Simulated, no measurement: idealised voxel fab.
A process module follows: voxel gate over fins.
Square cell edge 5 nm, section width 195 nm, ID cut.
Think of the cross-section as a grid of square cells. We describe it in bands, top to bottom, and each band covers one or more rows of those cells. Within each band entry, the heights of the top and of the bottom of the band appear first, in that order and in nm; the materials of the band then follow from left to right, each with its corresponding width in nm. The designation "edge to edge" on a single material indicates that it fills the band from edge to edge; the designation "empty" indicates empty space. Zero point of the height axis is 0; under it, received wafer = one material. Lowest band: continues down indefinitely, "0 and below". Read "30 to 40" as a graded width: first number on top, second number at the bottom, same change between each pair of neighbouring rows. Step marked "left unchanged"? Then no cell in the cross-section changed in it. "Unvented internal voids" means: voids of 8 cells or more that are shut off from the top with no open way through. Written width x height at distance, distance from the left edge, in nm. Heads up: the bit after the settings on a step's line is the simulator's remark on that step. Regarding "overlay nm": on a step with a mask, it is the distance the mask lay to the right of its planned place; a negative value places it to the left. What follows is a series of pairs. Each pair shows a cross-section before one process step and the cross-section after it, and the after view is drawn only down to the lowest band that changed. Beneath each pair is the step that lies between the two, with its settings. Pairs may come from different runs of this module on the same starting wafer, so a pair continues from the one above it only where its entry headed "Pre-step section" says so.
Pre-step section
    0 and below: Si edge to edge
    Unvented internal voids: none
Post-Step Cross-Section
    5 down to 0: SiN edge to edge
    below 0: unchanged
    Unvented internal voids: none
Which process step falls between the two cross-sections above? CONFORMAL_DEP: material SiN, thk nm 5
Pre-step section: check the pair just above; its after cross-section is our before state.
Post-Step Cross-Section
    20 down to 5: empty=30, resist=15, empty=45, resist=15, empty=45, resist=15, empty=30
    below 5: unchanged
    Unvented internal voids: none
Which process step falls between the two cross-sections above? PATTERN: tone cover, mask id FINS, material resist, width nm 15, pitch nm 60, thk nm 15, overlay nm 0
Pre-step section: check the pair just above; its after cross-section is our before state.
Post-Step Cross-Section
    20 down to 5: empty=30, resist=15, empty=45, resist=15, empty=45, resist=15, empty=30
    5 down to 0: empty=30, SiN=15, empty=45, SiN=15, empty=45, SiN=15, empty=30
    below 0: unchanged
    Unvented internal voids: none
Which process step falls between the two cross-sections above? DIRECTIONAL_ETCH: etch materials SiN, depth nm 5
Pre-step section: check the pair just above; its after cross-section is our before state.
Post-Step Cross-Section
    20 down to 5: empty=30, resist=15, empty=45, resist=15, empty=45, resist=15, empty=30
    5 down to 0: empty=30, SiN=15, empty=45, SiN=15, empty=45, SiN=15, empty=30
    0 down to -40: empty=30, Si=15, empty=45, Si=15, empty=45, Si=15, empty=30
    below -40: unchanged
    Unvented internal voids: none
Which process step falls between the two cross-sections above? DIRECTIONAL_ETCH: etch materials Si, depth nm 40
Pre-step section: check the pair just above; its after cross-section is our before state.
Post-Step Cross-Section
    5 down to 0: empty=30, SiN=15, empty=45, SiN=15, empty=45, SiN=15, empty=30
    below 0: unchanged
    Unvented internal voids: none
Which process step falls between the two cross-sections above? STRIP: etch materials resist
Pre-step section: check the pair just above; its after cross-section is our before state.
Post-Step Cross-Section
    20 down to 5: SiO2 edge to edge
    5 down to 0: SiO2=30, SiN=15, SiO2=45, SiN=15, SiO2=45, SiN=15, SiO2=30
    0 down to -40: SiO2=30, Si=15, SiO2=45, Si=15, SiO2=45, Si=15, SiO2=30
    below -40: unchanged
    Unvented internal voids: none
Which process step falls between the two cross-sections above? FILL_DEP: material SiO2, thk nm 15
Pre-step section: check the pair just above; its after cross-section is our before state.
Post-Step Cross-Section
    5 down to 0: SiO2=30, SiN=15, SiO2=45, SiN=15, SiO2=45, SiN=15, SiO2=30
    below 0: unchanged
    Unvented internal voids: none
Which process step falls between the two cross-sections above? CMP: height nm 5
Pre-step section: check the pair just above; its after cross-section is our before state.
Post-Step Cross-Section
    20 down to 5: resist=60, empty=15, resist=120
    below 5: unchanged
    Unvented internal voids: none
Which process step falls between the two cross-sections above? PATTERN: tone open, mask id RAIL, material resist, width nm 15, thk nm 15, overlay nm 0
Pre-step section: check the pair just above; its after cross-section is our before state.
Post-Step Cross-Section
    20 down to 5: resist=60, empty=15, resist=120
    5 down to 0: SiO2=30, SiN=15, SiO2=15, empty=15, SiO2=15, SiN=15, SiO2=45, SiN=15, SiO2=30
    0 down to -35: SiO2=30, Si=15, SiO2=15, empty=15, SiO2=15, Si=15, SiO2=45, Si=15, SiO2=30
    below -35: unchanged
    Unvented internal voids: none
Which process step falls between the two cross-sections above? DIRECTIONAL_ETCH: etch materials SiO2, depth nm 40
Pre-step section: check the pair just above; its after cross-section is our before state.
Post-Step Cross-Section
    5 down to 0: SiO2=30, SiN=15, SiO2=15, empty=15, SiO2=15, SiN=15, SiO2=45, SiN=15, SiO2=30
    below 0: unchanged
    Unvented internal voids: none
Which process step falls between the two cross-sections above? STRIP: etch materials resist
Pre-step section: check the pair just above; its after cross-section is our before state.
Post-Step Cross-Section
    10 down to 5: TiN=65, empty=5, TiN=125
    5 down to 0: SiO2=30, SiN=15, SiO2=15, TiN=5, empty=5, TiN=5, SiO2=15, SiN=15, SiO2=45, SiN=15, SiO2=30
    0 down to -30: SiO2=30, Si=15, SiO2=15, TiN=5, empty=5, TiN=5, SiO2=15, Si=15, SiO2=45, Si=15, SiO2=30
    -30 down to -35: SiO2=30, Si=15, SiO2=15, TiN=15, SiO2=15, Si=15, SiO2=45, Si=15, SiO2=30
    below -35: unchanged
    Unvented internal voids: none
Which process step falls between the two cross-sections above? CONFORMAL_DEP: material TiN, thk nm 5
Pre-step section: check the pair just above; its after cross-section is our before state.
Post-Step Cross-Section
    15 down to 10: W edge to edge
    10 down to 5: TiN=65, W=5, TiN=125
    5 down to 0: SiO2=30, SiN=15, SiO2=15, TiN=5, W=5, TiN=5, SiO2=15, SiN=15, SiO2=45, SiN=15, SiO2=30
    0 down to -30: SiO2=30, Si=15, SiO2=15, TiN=5, W=5, TiN=5, SiO2=15, Si=15, SiO2=45, Si=15, SiO2=30
    below -30: unchanged
    Unvented internal voids: none
Which process step falls between the two cross-sections above? FILL_DEP: material W, thk nm 5
Pre-step section: check the pair just above; its after cross-section is our before state.
Post-Step Cross-Section
    5 down to 0: SiO2=30, SiN=15, SiO2=15, TiN=5, W=5, TiN=5, SiO2=15, SiN=15, SiO2=45, SiN=15, SiO2=30
    below 0: unchanged
    Unvented internal voids: none
Which process step falls between the two cross-sections above? CMP: height nm 5
Pre-step section: check the pair just above; its after cross-section is our before state.
Post-Step Cross-Section
    5 down to 0: SiO2=30, SiN=15, SiO2=15, empty=15, SiO2=15, SiN=15, SiO2=45, SiN=15, SiO2=30
    0 down to -20: SiO2=30, Si=15, SiO2=15, empty=15, SiO2=15, Si=15, SiO2=45, Si=15, SiO2=30
    below -20: unchanged
    Unvented internal voids: none
Which process step falls between the two cross-sections above? SELECTIVE_ETCH: etch materials W Ru TiN, depth nm 25
Pre-step section: check the pair just above; its after cross-section is our before state.
Post-Step Cross-Section
    10 down to 5: SiO2 edge to edge
    5 down to 0: SiO2=30, SiN=15, SiO2=45, SiN=15, SiO2=45, SiN=15, SiO2=30
    0 down to -20: SiO2=30, Si=15, SiO2=45, Si=15, SiO2=45, Si=15, SiO2=30
    below -20: unchanged
    Unvented internal voids: none
Which process step falls between the two cross-sections above? FILL_DEP: material SiO2, thk nm 5
Pre-step section: check the pair just above; its after cross-section is our before state.
Post-Step Cross-Section
    5 down to 0: SiO2=30, SiN=15, SiO2=45, SiN=15, SiO2=45, SiN=15, SiO2=30
    below 0: unchanged
    Unvented internal voids: none
Which process step falls between the two cross-sections above? CMP: height nm 5
Pre-step section: check the pair just above; its after cross-section is our before state.
Post-Step Cross-Section
    5 down to 0: empty=30, SiN=15, empty=45, SiN=15, empty=45, SiN=15, empty=30
    0 down to -15: empty=30, Si=15, empty=45, Si=15, empty=45, Si=15, empty=30
    below -15: unchanged
    Unvented internal voids: none
Which process step falls between the two cross-sections above? SELECTIVE_ETCH: etch materials SiO2, depth nm 20
Pre-step section: check the pair just above; its after cross-section is our before state.
Post-Step Cross-Section
    0 down to -15: empty=30, Si=15, empty=45, Si=15, empty=45, Si=15, empty=30
    below -15: unchanged
    Unvented internal voids: none
Which process step falls between the two cross-sections above? STRIP: etch materials SiN
Pre-step section: check the pair just above; its after cross-section is our before state.
Post-Step Cross-Section
    5 down to 0: empty=25, HfO2=25, empty=35, HfO2=25, empty=35, HfO2=25, empty=25
    0 down to -10: empty=25, HfO2=5, Si=15, HfO2=5, empty=35, HfO2=5, Si=15, HfO2=5, empty=35, HfO2=5, Si=15, HfO2=5, empty=25
    -10 down to -15: HfO2=30, Si=15, HfO2=45, Si=15, HfO2=45, Si=15, HfO2=30
    below -15: unchanged
    Unvented internal voids: none
Which process step falls between the two cross-sections above? CONFORMAL_DEP: material HfO2, thk nm 5
Pre-step section: check the pair just above; its after cross-section is our before state.
Post-Step Cross-Section
    10 down to 5: empty=20, TiN=35, empty=25, TiN=35, empty=25, TiN=35, empty=20
    5 down to 0: empty=20, TiN=5, HfO2=25, TiN=5, empty=25, TiN=5, HfO2=25, TiN=5, empty=25, TiN=5, HfO2=25, TiN=5, empty=20
    0 down to -5: empty=20, TiN=5, HfO2=5, Si=15, HfO2=5, TiN=5, empty=25, TiN=5, HfO2=5, Si=15, HfO2=5, TiN=5, empty=25, TiN=5, HfO2=5, Si=15, HfO2=5, TiN=5, empty=20
    -5 down to -10: TiN=25, HfO2=5, Si=15, HfO2=5, TiN=35, HfO2=5, Si=15, HfO2=5, TiN=35, HfO2=5, Si=15, HfO2=5, TiN=25
    below -10: unchanged
    Unvented internal voids: none
Which process step falls between the two cross-sections above? CONFORMAL_DEP: material TiN, thk nm 5
Pre-step section: check the pair just above; its after cross-section is our before state.
Post-Step Cross-Section
    15 down to 10: empty=15, TiAl=45, empty=15, TiAl=45, empty=15, TiAl=45, empty=15
    10 down to 5: empty=15, TiAl=5, TiN=35, TiAl=5, empty=15, TiAl=5, TiN=35, TiAl=5, empty=15, TiAl=5, TiN=35, TiAl=5, empty=15
    5 down to 0: empty=15, TiAl=5, TiN=5, HfO2=25, TiN=5, TiAl=5, empty=15, TiAl=5, TiN=5, HfO2=25, TiN=5, TiAl=5, empty=15, TiAl=5, TiN=5, HfO2=25, TiN=5, TiAl=5, empty=15
    0 down to -5: TiAl=20, TiN=5, HfO2=5, Si=15, HfO2=5, TiN=5, TiAl=25, TiN=5, HfO2=5, Si=15, HfO2=5, TiN=5, TiAl=25, TiN=5, HfO2=5, Si=15, HfO2=5, TiN=5, TiAl=20
    below -5: unchanged
    Unvented internal voids: none
Which process step falls between the two cross-sections above? CONFORMAL_DEP: material TiAl, thk nm 5
Pre-step section: check the pair just above; its after cross-section is our before state.
Post-Step Cross-Section
    20 down to 15: empty=10, TiN=55, empty=5, TiN=55, empty=5, TiN=55, empty=10
    15 down to 10: empty=10, TiN=5, TiAl=45, TiN=5, empty=5, TiN=5, TiAl=45, TiN=5, empty=5, TiN=5, TiAl=45, TiN=5, empty=10
    10 down to 5: empty=10, TiN=5, TiAl=5, TiN=35, TiAl=5, TiN=5, empty=5, TiN=5, TiAl=5, TiN=35, TiAl=5, TiN=5, empty=5, TiN=5, TiAl=5, TiN=35, TiAl=5, TiN=5, empty=10
    5 down to 0: TiN=15, TiAl=5, TiN=5, HfO2=25, TiN=5, TiAl=5, TiN=15, TiAl=5, TiN=5, HfO2=25, TiN=5, TiAl=5, TiN=15, TiAl=5, TiN=5, HfO2=25, TiN=5, TiAl=5, TiN=15
    below 0: unchanged
    Unvented internal voids: none
Which process step falls between the two cross-sections above? CONFORMAL_DEP: material TiN, thk nm 5
Pre-step section: check the pair just above; its after cross-section is our before state.
Post-Step Cross-Section
    30 down to 20: W edge to edge
    20 down to 15: W=10, TiN=55, W=5, TiN=55, W=5, TiN=55, W=10
    15 down to 10: W=10, TiN=5, TiAl=45, TiN=5, W=5, TiN=5, TiAl=45, TiN=5, W=5, TiN=5, TiAl=45, TiN=5, W=10
    10 down to 5: W=10, TiN=5, TiAl=5, TiN=35, TiAl=5, TiN=5, W=5, TiN=5, TiAl=5, TiN=35, TiAl=5, TiN=5, W=5, TiN=5, TiAl=5, TiN=35, TiAl=5, TiN=5, W=10
    below 5: unchanged
    Unvented internal voids: none
Which process step falls between the two cross-sections above? FILL_DEP: material W, thk nm 10
Pre-step section: check the pair just above; its after cross-section is our before state.
Post-Step Cross-Section
    25 down to 20: W edge to edge
    below 20: unchanged
    Unvented internal voids: none
Which process step falls between the two cross-sections above? CMP: height nm 25
Pre-step section: check the pair just above; its after cross-section is our before state.
Post-Step Cross-Section
    30 down to 25: SiCN edge to edge
    below 25: unchanged
    Unvented internal voids: none
Which process step falls between the two cross-sections above? CONFORMAL_DEP: material SiCN, thk nm 5
Pre-step section
    0 down to -15: empty=30, Si=15, empty=45, Si=15, empty=45, Si=15, empty=30
    -15 down to -20: SiO2=30, Si=15, SiO2=45, Si=15, SiO2=45, Si=15, SiO2=30
    -20 down to -30: SiO2=30, Si=15, SiO2=15, TiN=5, W=5, TiN=5, SiO2=15, Si=15, SiO2=45, Si=15, SiO2=30
    -30 down to -35: SiO2=30, Si=15, SiO2=15, TiN=15, SiO2=15, Si=15, SiO2=45, Si=15, SiO2=30
    -35 down to -40: SiO2=30, Si=15, SiO2=45, Si=15, SiO2=45, Si=15, SiO2=30
    -40 and below: Si edge to edge
    Unvented internal voids: none
Post-Step Cross-Section
    5 down to 0: empty=25, TiN=25, empty=35, TiN=25, empty=35, TiN=25, empty=25
    0 down to -10: empty=25, TiN=5, Si=15, TiN=5, empty=35, TiN=5, Si=15, TiN=5, empty=35, TiN=5, Si=15, TiN=5, empty=25
    -10 down to -15: TiN=30, Si=15, TiN=45, Si=15, TiN=45, Si=15, TiN=30
    below -15: unchanged
    Unvented internal voids: none
Which process step falls between the two cross-sections above? CONFORMAL_DEP: material TiN, thk nm 5
Pre-step section: check the pair just above; its after cross-section is our before state.
Post-Step Cross-Section
    10 down to 5: empty=20, TiAl=35, empty=25, TiAl=35, empty=25, TiAl=35, empty=20
    5 down to 0: empty=20, TiAl=5, TiN=25, TiAl=5, empty=25, TiAl=5, TiN=25, TiAl=5, empty=25, TiAl=5, TiN=25, TiAl=5, empty=20
    0 down to -5: empty=20, TiAl=5, TiN=5, Si=15, TiN=5, TiAl=5, empty=25, TiAl=5, TiN=5, Si=15, TiN=5, TiAl=5, empty=25, TiAl=5, TiN=5, Si=15, TiN=5, TiAl=5, empty=20
    -5 down to -10: TiAl=25, TiN=5, Si=15, TiN=5, TiAl=35, TiN=5, Si=15, TiN=5, TiAl=35, TiN=5, Si=15, TiN=5, TiAl=25
    below -10: unchanged
    Unvented internal voids: none
Which process step falls between the two cross-sections above? CONFORMAL_DEP: material TiAl, thk nm 5
Pre-step section: check the pair just above; its after cross-section is our before state.
Post-Step Cross-Section
    15 down to 10: empty=15, TiN=45, empty=15, TiN=45, empty=15, TiN=45, empty=15
    10 down to 5: empty=15, TiN=5, TiAl=35, TiN=5, empty=15, TiN=5, TiAl=35, TiN=5, empty=15, TiN=5, TiAl=35, TiN=5, empty=15
    5 down to 0: empty=15, TiN=5, TiAl=5, TiN=25, TiAl=5, TiN=5, empty=15, TiN=5, TiAl=5, TiN=25, TiAl=5, TiN=5, empty=15, TiN=5, TiAl=5, TiN=25, TiAl=5, TiN=5, empty=15
    0 down to -5: TiN=20, TiAl=5, TiN=5, Si=15, TiN=5, TiAl=5, TiN=25, TiAl=5, TiN=5, Si=15, TiN=5, TiAl=5, TiN=25, TiAl=5, TiN=5, Si=15, TiN=5, TiAl=5, TiN=20
    below -5: unchanged
    Unvented internal voids: none
Which process step falls between the two cross-sections above? CONFORMAL_DEP: material TiN, thk nm 5
Pre-step section: check the pair just above; its after cross-section is our before state.
Post-Step Cross-Section
    25 down to 15: W edge to edge
    15 down to 10: W=15, TiN=45, W=15, TiN=45, W=15, TiN=45, W=15
    10 down to 5: W=15, TiN=5, TiAl=35, TiN=5, W=15, TiN=5, TiAl=35, TiN=5, W=15, TiN=5, TiAl=35, TiN=5, W=15
    5 down to 0: W=15, TiN=5, TiAl=5, TiN=25, TiAl=5, TiN=5, W=15, TiN=5, TiAl=5, TiN=25, TiAl=5, TiN=5, W=15, TiN=5, TiAl=5, TiN=25, TiAl=5, TiN=5, W=15
    below 0: unchanged
    Unvented internal voids: none
Which process step falls between the two cross-sections above? FILL_DEP: material W, thk nm 10
Pre-step section: check the pair just above; its after cross-section is our before state.
Post-Step Cross-Section
    30 down to 25: SiCN edge to edge
    below 25: unchanged
    Unvented internal voids: none
Which process step falls between the two cross-sections above? CONFORMAL_DEP: material SiCN, thk nm 5
Pre-step section
    20 down to 5: empty=30, resist=15, empty=45, resist=15, empty=45, resist=15, empty=30
    5 down to 0: empty=30, SiN=15, empty=45, SiN=15, empty=45, SiN=15, empty=30
    0 down to -40: empty=30, Si=15, empty=45, Si=15, empty=45, Si=15, empty=30
    -40 and below: Si edge to edge
    Unvented internal voids: none
Post-Step Cross-Section
    20 down to 5: empty=30, resist=15, empty=45, resist=15, empty=45, resist=15, empty=30
    5 down to 0: empty=30, SiN=15, empty=45, SiN=15, empty=45, SiN=15, empty=30
    0 down to -80: empty=30, Si=15, empty=45, Si=15, empty=45, Si=15, empty=30
    below -80: unchanged
    Unvented internal voids: none
Which process step falls between the two cross-sections above? DIRECTIONAL_ETCH: etch materials Si, depth nm 40
Pre-step section: check the pair just above; its after cross-section is our before state.
Post-Step Cross-Section
    5 down to 0: empty=30, SiN=15, empty=45, SiN=15, empty=45, SiN=15, empty=30
    below 0: unchanged
    Unvented internal voids: none
Which process step falls between the two cross-sections above? STRIP: etch materials resist
Pre-step section: check the pair just above; its after cross-section is our before state.
Post-Step Cross-Section
    20 down to 5: SiO2 edge to edge
    5 down to 0: SiO2=30, SiN=15, SiO2=45, SiN=15, SiO2=45, SiN=15, SiO2=30
    0 down to -80: SiO2=30, Si=15, SiO2=45, Si=15, SiO2=45, Si=15, SiO2=30
    below -80: unchanged
    Unvented internal voids: none
Which process step falls between the two cross-sections above? FILL_DEP: material SiO2, thk nm 15
Pre-step section: check the pair just above; its after cross-section is our before state.
Post-Step Cross-Section
    5 down to 0: SiO2=30, SiN=15, SiO2=45, SiN=15, SiO2=45, SiN=15, SiO2=30
    below 0: unchanged
    Unvented internal voids: none
Which process step falls between the two cross-sections above? CMP: height nm 5
Pre-step section: check the pair just above; its after cross-section is our before state.
Post-Step Cross-Section
    20 down to 5: resist=60, empty=15, resist=120
    below 5: unchanged
    Unvented internal voids: none
Which process step falls between the two cross-sections above? PATTERN: tone open, mask id RAIL, material resist, width nm 15, thk nm 15, overlay nm 0
Pre-step section: check the pair just above; its after cross-section is our before state.
Post-Step Cross-Section
    20 down to 5: resist=60, empty=15, resist=120
    5 down to 0: SiO2=30, SiN=15, SiO2=15, empty=15, SiO2=15, SiN=15, SiO2=45, SiN=15, SiO2=30
    0 down to -35: SiO2=30, Si=15, SiO2=15, empty=15, SiO2=15, Si=15, SiO2=45, Si=15, SiO2=30
    below -35: unchanged
    Unvented internal voids: none
Which process step falls between the two cross-sections above? DIRECTIONAL_ETCH: etch materials SiO2, depth nm 40
Pre-step section: check the pair just above; its after cross-section is our before state.
Post-Step Cross-Section
    5 down to 0: SiO2=30, SiN=15, SiO2=15, empty=15, SiO2=15, SiN=15, SiO2=45, SiN=15, SiO2=30
    below 0: unchanged
    Unvented internal voids: none
Which process step falls between the two cross-sections above? STRIP: etch materials resist
Pre-step section: check the pair just above; its after cross-section is our before state.
Post-Step Cross-Section
    10 down to 5: TiN=65, empty=5, TiN=125
    5 down to 0: SiO2=30, SiN=15, SiO2=15, TiN=5, empty=5, TiN=5, SiO2=15, SiN=15, SiO2=45, SiN=15, SiO2=30
    0 down to -30: SiO2=30, Si=15, SiO2=15, TiN=5, empty=5, TiN=5, SiO2=15, Si=15, SiO2=45, Si=15, SiO2=30
    -30 down to -35: SiO2=30, Si=15, SiO2=15, TiN=15, SiO2=15, Si=15, SiO2=45, Si=15, SiO2=30
    below -35: unchanged
    Unvented internal voids: none
Which process step falls between the two cross-sections above? CONFORMAL_DEP: material TiN, thk nm 5
Pre-step section: check the pair just above; its after cross-section is our before state.
Post-Step Cross-Section
    15 down to 10: W edge to edge
    10 down to 5: TiN=65, W=5, TiN=125
    5 down to 0: SiO2=30, SiN=15, SiO2=15, TiN=5, W=5, TiN=5, SiO2=15, SiN=15, SiO2=45, SiN=15, SiO2=30
    0 down to -30: SiO2=30, Si=15, SiO2=15, TiN=5, W=5, TiN=5, SiO2=15, Si=15, SiO2=45, Si=15, SiO2=30
    below -30: unchanged
    Unvented internal voids: none
Which process step falls between the two cross-sections above? FILL_DEP: material W, thk nm 5
Pre-step section: check the pair just above; its after cross-section is our before state.
Post-Step Cross-Section
    5 down to 0: SiO2=30, SiN=15, SiO2=15, TiN=5, W=5, TiN=5, SiO2=15, SiN=15, SiO2=45, SiN=15, SiO2=30
    below 0: unchanged
    Unvented internal voids: none
Which process step falls between the two cross-sections above? CMP: height nm 5
Pre-step section: check the pair just above; its after cross-section is our before state.
Post-Step Cross-Section
    5 down to 0: SiO2=30, SiN=15, SiO2=15, empty=15, SiO2=15, SiN=15, SiO2=45, SiN=15, SiO2=30
    0 down to -20: SiO2=30, Si=15, SiO2=15, empty=15, SiO2=15, Si=15, SiO2=45, Si=15, SiO2=30
    below -20: unchanged
    Unvented internal voids: none
Which process step falls between the two cross-sections above? SELECTIVE_ETCH: etch materials W Ru TiN, depth nm 25
Pre-step section: check the pair just above; its after cross-section is our before state.
Post-Step Cross-Section
    10 down to 5: SiO2 edge to edge
    5 down to 0: SiO2=30, SiN=15, SiO2=45, SiN=15, SiO2=45, SiN=15, SiO2=30
    0 down to -20: SiO2=30, Si=15, SiO2=45, Si=15, SiO2=45, Si=15, SiO2=30
    below -20: unchanged
    Unvented internal voids: none
Which process step falls between the two cross-sections above? FILL_DEP: material SiO2, thk nm 5
Pre-step section: check the pair just above; its after cross-section is our before state.
Post-Step Cross-Section
    5 down to 0: SiO2=30, SiN=15, SiO2=45, SiN=15, SiO2=45, SiN=15, SiO2=30
    below 0: unchanged
    Unvented internal voids: none
Which process step falls between the two cross-sections above? CMP: height nm 5
Pre-step section: check the pair just above; its after cross-section is our before state.
Post-Step Cross-Section
    5 down to 0: empty=30, SiN=15, empty=45, SiN=15, empty=45, SiN=15, empty=30
    0 down to -15: empty=30, Si=15, empty=45, Si=15, empty=45, Si=15, empty=30
    below -15: unchanged
    Unvented internal voids: none
Which process step falls between the two cross-sections above? SELECTIVE_ETCH: etch materials SiO2, depth nm 20
Pre-step section: check the pair just above; its after cross-section is our before state.
Post-Step Cross-Section
    0 down to -15: empty=30, Si=15, empty=45, Si=15, empty=45, Si=15, empty=30
    below -15: unchanged
    Unvented internal voids: none
Which process step falls between the two cross-sections above? STRIP: etch materials SiN
Pre-step section: check the pair just above; its after cross-section is our before state.
Post-Step Cross-Section
    5 down to 0: empty=25, HfO2=25, empty=35, HfO2=25, empty=35, HfO2=25, empty=25
    0 down to -10: empty=25, HfO2=5, Si=15, HfO2=5, empty=35, HfO2=5, Si=15, HfO2=5, empty=35, HfO2=5, Si=15, HfO2=5, empty=25
    -10 down to -15: HfO2=30, Si=15, HfO2=45, Si=15, HfO2=45, Si=15, HfO2=30
    below -15: unchanged
    Unvented internal voids: none
Which process step falls between the two cross-sections above? CONFORMAL_DEP: material HfO2, thk nm 5
Pre-step section: check the pair just above; its after cross-section is our before state.
Post-Step Cross-Section
    10 down to 5: empty=20, TiN=35, empty=25, TiN=35, empty=25, TiN=35, empty=20
    5 down to 0: empty=20, TiN=5, HfO2=25, TiN=5, empty=25, TiN=5, HfO2=25, TiN=5, empty=25, TiN=5, HfO2=25, TiN=5, empty=20
    0 down to -5: empty=20, TiN=5, HfO2=5, Si=15, HfO2=5, TiN=5, empty=25, TiN=5, HfO2=5, Si=15, HfO2=5, TiN=5, empty=25, TiN=5, HfO2=5, Si=15, HfO2=5, TiN=5, empty=20
    -5 down to -10: TiN=25, HfO2=5, Si=15, HfO2=5, TiN=35, HfO2=5, Si=15, HfO2=5, TiN=35, HfO2=5, Si=15, HfO2=5, TiN=25
    below -10: unchanged
    Unvented internal voids: none
Which process step falls between the two cross-sections above? CONFORMAL_DEP: material TiN, thk nm 5
Pre-step section: check the pair just above; its after cross-section is our before state.
Post-Step Cross-Section
    15 down to 10: empty=15, TiAl=45, empty=15, TiAl=45, empty=15, TiAl=45, empty=15
    10 down to 5: empty=15, TiAl=5, TiN=35, TiAl=5, empty=15, TiAl=5, TiN=35, TiAl=5, empty=15, TiAl=5, TiN=35, TiAl=5, empty=15
    5 down to 0: empty=15, TiAl=5, TiN=5, HfO2=25, TiN=5, TiAl=5, empty=15, TiAl=5, TiN=5, HfO2=25, TiN=5, TiAl=5, empty=15, TiAl=5, TiN=5, HfO2=25, TiN=5, TiAl=5, empty=15
    0 down to -5: TiAl=20, TiN=5, HfO2=5, Si=15, HfO2=5, TiN=5, TiAl=25, TiN=5, HfO2=5, Si=15, HfO2=5, TiN=5, TiAl=25, TiN=5, HfO2=5, Si=15, HfO2=5, TiN=5, TiAl=20
    below -5: unchanged
    Unvented internal voids: none
Which process step falls between the two cross-sections above? CONFORMAL_DEP: material TiAl, thk nm 5
Pre-step section: check the pair just above; its after cross-section is our before state.
Post-Step Cross-Section
    20 down to 15: empty=10, TiN=55, empty=5, TiN=55, empty=5, TiN=55, empty=10
    15 down to 10: empty=10, TiN=5, TiAl=45, TiN=5, empty=5, TiN=5, TiAl=45, TiN=5, empty=5, TiN=5, TiAl=45, TiN=5, empty=10
    10 down to 5: empty=10, TiN=5, TiAl=5, TiN=35, TiAl=5, TiN=5, empty=5, TiN=5, TiAl=5, TiN=35, TiAl=5, TiN=5, empty=5, TiN=5, TiAl=5, TiN=35, TiAl=5, TiN=5, empty=10
    5 down to 0: TiN=15, TiAl=5, TiN=5, HfO2=25, TiN=5, TiAl=5, TiN=15, TiAl=5, TiN=5, HfO2=25, TiN=5, TiAl=5, TiN=15, TiAl=5, TiN=5, HfO2=25, TiN=5, TiAl=5, TiN=15
    below 0: unchanged
    Unvented internal voids: none
Which process step falls between the two cross-sections above? CONFORMAL_DEP: material TiN, thk nm 5
Pre-step section: check the pair just above; its after cross-section is our before state.
Post-Step Cross-Section
    30 down to 20: W edge to edge
    20 down to 15: W=10, TiN=55, W=5, TiN=55, W=5, TiN=55, W=10
    15 down to 10: W=10, TiN=5, TiAl=45, TiN=5, W=5, TiN=5, TiAl=45, TiN=5, W=5, TiN=5, TiAl=45, TiN=5, W=10
    10 down to 5: W=10, TiN=5, TiAl=5, TiN=35, TiAl=5, TiN=5, W=5, TiN=5, TiAl=5, TiN=35, TiAl=5, TiN=5, W=5, TiN=5, TiAl=5, TiN=35, TiAl=5, TiN=5, W=10
    below 5: unchanged
    Unvented internal voids: none
Which process step falls between the two cross-sections above? FILL_DEP: material W, thk nm 10
Pre-step section: check the pair just above; its after cross-section is our before state.
Post-Step Cross-Section
    25 down to 20: W edge to edge
    below 20: unchanged
    Unvented internal voids: none
Which process step falls between the two cross-sections above? CMP: height nm 25
Pre-step section: check the pair just above; its after cross-section is our before state.
Post-Step Cross-Section
    30 down to 25: SiCN edge to edge
    below 25: unchanged
    Unvented internal voids: none
Which process step falls between the two cross-sections above? CONFORMAL_DEP: material SiCN, thk nm 5
Pre-step section
    5 down to 0: SiO2=30, SiN=15, SiO2=45, SiN=15, SiO2=45, SiN=15, SiO2=30
    0 down to -20: SiO2=30, Si=15, SiO2=45, Si=15, SiO2=45, Si=15, SiO2=30
    -20 down to -30: SiO2=30, Si=15, SiO2=15, TiN=5, W=5, TiN=5, SiO2=15, Si=15, SiO2=45, Si=15, SiO2=30
    -30 down to -35: SiO2=30, Si=15, SiO2=15, TiN=15, SiO2=15, Si=15, SiO2=45, Si=15, SiO2=30
    -35 down to -40: SiO2=30, Si=15, SiO2=45, Si=15, SiO2=45, Si=15, SiO2=30
    -40 and below: Si edge to edge
    Unvented internal voids: none
Post-Step Cross-Section
    5 down to 0: SiO2=30, empty=15, SiO2=45, empty=15, SiO2=45, empty=15, SiO2=30
    below 0: unchanged
    Unvented internal voids: none
Which process step falls between the two cross-sections above? STRIP: etch materials SiN
Pre-step section: check the pair just above; its after cross-section is our before state.
Post-Step Cross-Section
    0 down to -15: empty=30, Si=15, empty=45, Si=15, empty=45, Si=15, empty=30
    -15 down to -20: SiO2=10, empty=20, Si=15, empty=20, SiO2=5, empty=20, Si=15, empty=20, SiO2=5, empty=20, Si=15, empty=20, SiO2=10
    below -20: unchanged
    Unvented internal voids: none
Which process step falls between the two cross-sections above? SELECTIVE_ETCH: etch materials SiO2, depth nm 20
Pre-step section: check the pair just above; its after cross-section is our before state.
Post-Step Cross-Section
    5 down to 0: empty=25, HfO2=25, empty=35, HfO2=25, empty=35, HfO2=25, empty=25
    0 down to -10: empty=25, HfO2=5, Si=15, HfO2=5, empty=35, HfO2=5, Si=15, HfO2=5, empty=35, HfO2=5, Si=15, HfO2=5, empty=25
    -10 down to -15: HfO2=15, empty=10, HfO2=5, Si=15, HfO2=5, empty=10, HfO2=15, empty=10, HfO2=5, Si=15, HfO2=5, empty=10, HfO2=15, empty=10, HfO2=5, Si=15, HfO2=5, empty=10, HfO2=15
    -15 down to -20: SiO2=10, HfO2=20, Si=15, HfO2=20, SiO2=5, HfO2=20, Si=15, HfO2=20, SiO2=5, HfO2=20, Si=15, HfO2=20, SiO2=10
    below -20: unchanged
    Unvented internal voids: none
Which process step falls between the two cross-sections above? CONFORMAL_DEP: material HfO2, thk nm 5
